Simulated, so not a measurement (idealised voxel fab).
process module | voxel air gaps
cross-section cut | 250 nm wide | cells 5 nm
A cross-section is a grid of square cells, given in bands from the top down. A band is one or more rows of cells.
Each band's line starts with the height of the band's top and of its bottom, in nm. Then come its materials from left to right, each with its width in nm. One material with "throughout" fills the band from edge to edge. "air" is empty space.
Height 0 is the level under which the wafer as received is all one material. The lowest band goes on downwards, as in "0 down".
A width such as "30 to 40" changes by the same amount from each row of cells to the next, from the band's top row to its bottom row.
"no change" after a step means that no cell of the cross-section changed.
closed voids: empty space of 8 cells or more with no open way to the top, each as width x height at its distance from the left edge, in nm
after a step's settings: what the simulator itself notes on the step
overlay nm, on a step with a mask: how far to the right of its planned place the mask lay; to the left if negative
plan
1 op RECEIVE | material Si
2 op CONFORMAL_DEP | material SiO2 | thk nm 15
3 op CONFORMAL_DEP | material SiCN | thk nm 5
4 op DIRECTIONAL_DEP | material SiO2 | thk nm 30
5 op MASKED_ETCH | tone open | mask id LINES | width nm 20 | pitch nm 50 | etch materials SiO2 | depth nm 30 | overlay nm 0
6 op CONFORMAL_DEP | material TiN | thk nm 5
7 op FILL_DEP | material W | thk nm 10
8 op CMP | height nm 50
9 op EPI | material Ru | thk nm 10
10 op SELECTIVE_ETCH | etch materials SiO2 | depth nm 40
11 op CONFORMAL_DEP | material SiCN | thk nm 5
as received, after step 1
  0 down: Si throughout
  closed voids: none
first wafer at the end, as planned
  65 to 60: air 25 | SiCN 200 | air 25
  60 to 50: air 25 | SiCN 5 | Ru 40 | SiCN 10 | Ru 40 | SiCN 10 | Ru 40 | SiCN 10 | Ru 40 | SiCN 5 | air 25
  50 to 45: air 25 | SiCN 15 | TiN 5 | W 10 | TiN 5 | SiCN 30 | TiN 5 | W 10 | TiN 5 | SiCN 30 | TiN 5 | W 10 | TiN 5 | SiCN 30 | TiN 5 | W 10 | TiN 5 | SiCN 15 | air 25
  45 to 25: air 35 | SiCN 5 | TiN 5 | W 10 | TiN 5 | SiCN 5 | air 20 | SiCN 5 | TiN 5 | W 10 | TiN 5 | SiCN 5 | air 20 | SiCN 5 | TiN 5 | W 10 | TiN 5 | SiCN 5 | air 20 | SiCN 5 | TiN 5 | W 10 | TiN 5 | SiCN 5 | air 35
  25 to 20: SiCN 40 | TiN 20 | SiCN 30 | TiN 20 | SiCN 30 | TiN 20 | SiCN 30 | TiN 20 | SiCN 40
  20 to 15: SiCN throughout
  15 to 0: SiO2 throughout
  0 down: Si throughout
  closed voids: 20 x 20 at 65; 20 x 20 at 115; 20 x 20 at 165
second wafer at the end: like start, like plan, one mistake
  65 to 60: air 30 | SiCN 200 | air 20
  60 to 50: air 30 | SiCN 5 | Ru 40 | SiCN 10 | Ru 40 | SiCN 10 | Ru 40 | SiCN 10 | Ru 40 | SiCN 5 | air 20
  50 to 45: air 30 | SiCN 15 | TiN 5 | W 10 | TiN 5 | SiCN 30 | TiN 5 | W 10 | TiN 5 | SiCN 30 | TiN 5 | W 10 | TiN 5 | SiCN 30 | TiN 5 | W 10 | TiN 5 | SiCN 15 | air 20
  45 to 25: air 40 | SiCN 5 | TiN 5 | W 10 | TiN 5 | SiCN 5 | air 20 | SiCN 5 | TiN 5 | W 10 | TiN 5 | SiCN 5 | air 20 | SiCN 5 | TiN 5 | W 10 | TiN 5 | SiCN 5 | air 20 | SiCN 5 | TiN 5 | W 10 | TiN 5 | SiCN 5 | air 30
  25 to 20: SiCN 45 | TiN 20 | SiCN 30 | TiN 20 | SiCN 30 | TiN 20 | SiCN 30 | TiN 20 | SiCN 35
  20 to 15: SiCN throughout
  15 to 0: SiO2 throughout
  0 down: Si throughout
  closed voids: 20 x 20 at 70; 20 x 20 at 120; 20 x 20 at 170
what went wrong: step 5 ran as: op MASKED_ETCH | tone open | mask id LINES | width nm 20 | pitch nm 50 | etch materials SiO2 | depth nm 30 | overlay nm 5
at the end the second wafer has, in cells: as many of each material as the first, in other places
